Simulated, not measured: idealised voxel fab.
Process module name: voxel double patterning
For reference, the cross-section in this document is cut, with width 240 nm and square cells of 5 nm.
Format of a cross-section: grid, square cells. Given as bands. Order: top down. Band: one or more rows of cells.
It is stipulated that each band's entry specify, in nanometres, the height of the top of the band and then that of its bottom, followed by the materials of the band in left-to-right sequence, each together with its width in nanometres. A single material marked by the word "all across" is understood to fill the band from edge to edge; the word "blank" is understood to denote empty space.
Height reference: 0 = level under which incoming wafer is all one material. Lowest band: no bottom, runs on downward, e.g. "0 and below".
Think of "30->40" as a width that walks from the first number to the second as you go down the band, top row to bottom row, taking equal-sized steps from row to row.
Key: "no alterations made" - step with no changed cell in the cross-section.
"Enclosed internal cavities": sealed empty spaces, 8 cells or more, no open way to top, listed width x height at distance, with distance from the left edge and width, height and distance in nm.
Heads up: the bit after the settings on a step's line is the simulator's remark on that step.
Steps that use a mask can have "overlay nm" on their line. It says how far the mask sat to the right of where it was meant to be. Negative means to the left.
Plan
1 RECEIVE | material Si
2 CONFORMAL_DEP | material SiO2 | thk nm 5
3 DIRECTIONAL_DEP | material TiN | thk nm 20
4 DIRECTIONAL_DEP | material SiCN | thk nm 10
5 DIRECTIONAL_DEP | material aC | thk nm 10
6 PATTERN | tone open | mask id FIRST | material resist | width nm 15 | pitch nm 50 | thk nm 25 | overlay nm 0
7 DIRECTIONAL_ETCH | etch materials aC | depth nm 10
8 STRIP | etch materials resist
9 DIRECTIONAL_ETCH | etch materials SiCN | depth nm 10
10 STRIP | etch materials aC
11 PATTERN | tone open | mask id SECOND | material resist | width nm 15 | pitch nm 50 | thk nm 20 | overlay nm 0
12 DIRECTIONAL_ETCH | etch materials SiCN | depth nm 10
13 STRIP | etch materials resist
14 DIRECTIONAL_ETCH | etch materials TiN | depth nm 20
15 STRIP | etch materials SiCN
On the first of the two wafers: run conducted according to plan
Cross-section, incoming material, after step 1
> 0 and below: Si all across
> Enclosed internal cavities: none
Sectional view: wafer, after step 2
> 5 down to 0: SiO2 all across
> Anything lower than 0 is untouched.
Sectional view: wafer, after step 3
> 25 down to 5: TiN all across
> Anything lower than 5 is untouched.
Sectional view: wafer, after step 4
> 35 down to 25: SiCN all across
> Anything lower than 25 is untouched.
Sectional view: wafer, after step 5
> 45 down to 35: aC all across
> Anything lower than 35 is untouched.
Sectional view: wafer, after step 6
> 70 down to 45: resist: 60 / blank: 15 / resist: 35 / blank: 15 / resist: 35 / blank: 15 / resist: 65
> Anything lower than 45 is untouched.
Sectional view: wafer, after step 7
> 60 down to 45: resist: 60 / blank: 15 / resist: 35 / blank: 15 / resist: 35 / blank: 15 / resist: 65
> 45 down to 35: aC: 60 / blank: 15 / aC: 35 / blank: 15 / aC: 35 / blank: 15 / aC: 65
> Anything lower than 35 is untouched.
Sectional view: wafer, after step 8
> 45 down to 35: aC: 60 / blank: 15 / aC: 35 / blank: 15 / aC: 35 / blank: 15 / aC: 65
> Anything lower than 35 is untouched.
Sectional view: wafer, after step 9
> 45 down to 35: aC: 60 / blank: 15 / aC: 35 / blank: 15 / aC: 35 / blank: 15 / aC: 65
> 35 down to 25: SiCN: 60 / blank: 15 / SiCN: 35 / blank: 15 / SiCN: 35 / blank: 15 / SiCN: 65
> Anything lower than 25 is untouched.
Sectional view: wafer, after step 10
> 35 down to 25: SiCN: 60 / blank: 15 / SiCN: 35 / blank: 15 / SiCN: 35 / blank: 15 / SiCN: 65
> Anything lower than 25 is untouched.
Sectional view: wafer, after step 11
> 55 down to 35: resist: 85 / blank: 15 / resist: 35 / blank: 15 / resist: 90
> 35 down to 25: SiCN: 60 / resist: 15 / SiCN: 35 / resist: 15 / SiCN: 35 / resist: 15 / SiCN: 65
> Anything lower than 25 is untouched.
Sectional view: wafer, after step 12
> 55 down to 35: resist: 85 / blank: 15 / resist: 35 / blank: 15 / resist: 90
> 35 down to 25: SiCN: 60 / resist: 15 / SiCN: 10 / blank: 15 / SiCN: 10 / resist: 15 / SiCN: 10 / blank: 15 / SiCN: 10 / resist: 15 / SiCN: 65
> Anything lower than 25 is untouched.
Sectional view: wafer, after step 13
> 35 down to 25: SiCN: 60 / blank: 15 / SiCN: 10 / blank: 15 / SiCN: 10 / blank: 15 / SiCN: 10 / blank: 15 / SiCN: 10 / blank: 15 / SiCN: 65
> Anything lower than 25 is untouched.
Sectional view: wafer, after step 14
> 35 down to 25: SiCN: 60 / blank: 15 / SiCN: 10 / blank: 15 / SiCN: 10 / blank: 15 / SiCN: 10 / blank: 15 / SiCN: 10 / blank: 15 / SiCN: 65
> 25 down to 5: TiN: 60 / blank: 15 / TiN: 10 / blank: 15 / TiN: 10 / blank: 15 / TiN: 10 / blank: 15 / TiN: 10 / blank: 15 / TiN: 65
> Anything lower than 5 is untouched.
Sectional view: wafer, after step 15
> 25 down to 5: TiN: 60 / blank: 15 / TiN: 10 / blank: 15 / TiN: 10 / blank: 15 / TiN: 10 / blank: 15 / TiN: 10 / blank: 15 / TiN: 65
> Anything lower than 5 is untouched.
The Second Wafer: Common Origin and Plan, One Mistake in Execution, Identical to the First Through Step 5
Second wafer cross-section, taken as of the time the plan sets for step 6 to be done
> 70 down to 45: resist: 50 / blank: 15 / resist: 35 / blank: 15 / resist: 35 / blank: 15 / resist: 75
> Anything lower than 45 is untouched.
Second wafer cross-section, taken as of the time the plan sets for step 7 to be done
> 60 down to 45: resist: 50 / blank: 15 / resist: 35 / blank: 15 / resist: 35 / blank: 15 / resist: 75
> 45 down to 35: aC: 50 / blank: 15 / aC: 35 / blank: 15 / aC: 35 / blank: 15 / aC: 75
> Anything lower than 35 is untouched.
Second wafer cross-section, taken as of the time the plan sets for step 8 to be done
> 45 down to 35: aC: 50 / blank: 15 / aC: 35 / blank: 15 / aC: 35 / blank: 15 / aC: 75
> Anything lower than 35 is untouched.
Second wafer cross-section, taken as of the time the plan sets for step 9 to be done
> 45 down to 35: aC: 50 / blank: 15 / aC: 35 / blank: 15 / aC: 35 / blank: 15 / aC: 75
> 35 down to 25: SiCN: 50 / blank: 15 / SiCN: 35 / blank: 15 / SiCN: 35 / blank: 15 / SiCN: 75
> Anything lower than 25 is untouched.
Second wafer cross-section, taken as of the time the plan sets for step 10 to be done
> 35 down to 25: SiCN: 50 / blank: 15 / SiCN: 35 / blank: 15 / SiCN: 35 / blank: 15 / SiCN: 75
> Anything lower than 25 is untouched.
Second wafer cross-section, taken as of the time the plan sets for step 11 to be done
> 55 down to 35: resist: 85 / blank: 15 / resist: 35 / blank: 15 / resist: 90
> 35 down to 25: SiCN: 50 / resist: 15 / SiCN: 35 / resist: 15 / SiCN: 35 / resist: 15 / SiCN: 75
> Anything lower than 25 is untouched.
Second wafer cross-section, taken as of the time the plan sets for step 12 to be done
> 55 down to 35: resist: 85 / blank: 15 / resist: 35 / blank: 15 / resist: 90
> 35 down to 25: SiCN: 50 / resist: 15 / SiCN: 20 / blank: 15 / resist: 15 / SiCN: 20 / blank: 15 / resist: 15 / SiCN: 75
> Anything lower than 25 is untouched.
Second wafer cross-section, taken as of the time the plan sets for step 13 to be done
> 35 down to 25: SiCN: 50 / blank: 15 / SiCN: 20 / blank: 30 / SiCN: 20 / blank: 30 / SiCN: 75
> Anything lower than 25 is untouched.
Second wafer cross-section, taken as of the time the plan sets for step 14 to be done
> 35 down to 25: SiCN: 50 / blank: 15 / SiCN: 20 / blank: 30 / SiCN: 20 / blank: 30 / SiCN: 75
> 25 down to 5: TiN: 50 / blank: 15 / TiN: 20 / blank: 30 / TiN: 20 / blank: 30 / TiN: 75
> Anything lower than 5 is untouched.
Second wafer cross-section, taken as of the time the plan sets for step 15 to be done
> 25 down to 5: TiN: 50 / blank: 15 / TiN: 20 / blank: 30 / TiN: 20 / blank: 30 / TiN: 75
> Anything lower than 5 is untouched.
Plan not followed: it should be noted that step 6 was executed with settings other than those planned, the operation and settings actually applied being PATTERN | tone open | mask id FIRST | material resist | width nm 15 | pitch nm 50 | thk nm 25 | overlay nm -10
at the end the second wafer has, in cells: as many of each material as the first, in other places
